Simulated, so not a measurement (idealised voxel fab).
A process module follows: voxel gate over fins.
Pictured: cross-section cut, 155 nm wide, on a grid of 5 nm square cells.
Cross-sections here: square-cell grids, written as top-down lists of bands, a band being one or more rows of cells. Quick guide to a band line: top height, bottom height (nm) up front; then every material left to right with its width in nm. Only one material and it's marked "edge to edge"? Then it fills the band edge to edge. And "empty" just means empty space. Height datum 0, below which the as-received substrate wafer is one material. Lowest band open at the bottom, running downward: "0 and below". Top row gets the first number, bottom row gets the second, and each row in between changes by the same step: that is how a band width like "30 to 40" works. Step note "nothing was modified" = no cross-section cell changed. "Voids, fully enclosed" contains a list of empty spaces, each no smaller than 8 cells and without an open way to the top, written in the form width x height at distance with the distance from the left edge and all three in nm. That trailing text on a step's line, after the settings, is the simulator's own remark on the step. overlay nm: mask right of planned place by this much (step with mask). Neg. = left.

# Process steps - plan
| 1 | RECEIVE with material Si |
| 2 | CONFORMAL_DEP with material SiN, thk nm 10 |
| 3 | MASKED_ETCH with tone cover, mask id FINS, width nm 15, pitch nm 55, etch materials SiN, depth nm 10, overlay nm 0 |
| 4 | MASKED_ETCH with tone cover, mask id FINS, width nm 15, pitch nm 55, etch materials Si, depth nm 35, overlay nm 0 |
| 5 | FILL_DEP with material SiO2, thk nm 15 |
| 6 | CMP with height nm 10 |
| 7 | DIRECTIONAL_DEP with material aC, thk nm 10 |
| 8 | PATTERN with tone open, mask id RAIL, material resist, width nm 15, thk nm 25, overlay nm 0 |
| 9 | DIRECTIONAL_ETCH with etch materials aC, depth nm 10 |
| 10 | STRIP with etch materials resist |
| 11 | DIRECTIONAL_ETCH with etch materials SiO2, depth nm 40 |
| 12 | STRIP with etch materials aC |
| 13 | CONFORMAL_DEP with material TiN, thk nm 5 |
| 14 | FILL_DEP with material Ru, thk nm 10 |
| 15 | CMP with height nm 10 |
| 16 | SELECTIVE_ETCH with etch materials W Ru TiN, depth nm 30 |
| 17 | FILL_DEP with material SiO2, thk nm 5 |
| 18 | CMP with height nm 10 |
| 19 | SELECTIVE_ETCH with etch materials SiO2, depth nm 25 |
| 20 | STRIP with etch materials SiN |
| 21 | CONFORMAL_DEP with material HfO2, thk nm 5 |
| 22 | CONFORMAL_DEP with material TiN, thk nm 5 |
| 23 | CONFORMAL_DEP with material TiAl, thk nm 5 |
| 24 | CONFORMAL_DEP with material TiN, thk nm 5 |
| 25 | FILL_DEP with material W, thk nm 10 |
| 26 | CMP with height nm 25 |
| 27 | CONFORMAL_DEP with material SiCN, thk nm 10 |
For clarity, it should be stated that the wafers under discussion commence in an identical condition and differ with respect to the width nm of step 8, the plan indicating the value that the first wafer had.

# Cut through the first of several wafers as received, post step 1
	0 and below = Si edge to edge
	Voids, fully enclosed: none

# The table below has one row for each wafer; a row shows, as of the end of the module, how many cells of each material the wafer has gained, marked (+), or lost, marked (-), since it was received, and then the wafer's closed voids
width nm 15, +49 HfO2, +1 Ru, -154 Si, +62 SiCN, +82 SiO2, +49 TiAl, +97 TiN, +31 W, Voids, fully enclosed: none
width nm 20, +49 HfO2, +2 Ru, -154 Si, +62 SiCN, +80 SiO2, +49 TiAl, +98 TiN, +31 W, Voids, fully enclosed: none
width nm 25, +49 HfO2, +3 Ru, -154 Si, +62 SiCN, +78 SiO2, +49 TiAl, +99 TiN, +31 W, Voids, fully enclosed: none
width nm 30, +49 HfO2, +4 Ru, -154 Si, +62 SiCN, +76 SiO2, +49 TiAl, +100 TiN, +31 W, Voids, fully enclosed: none
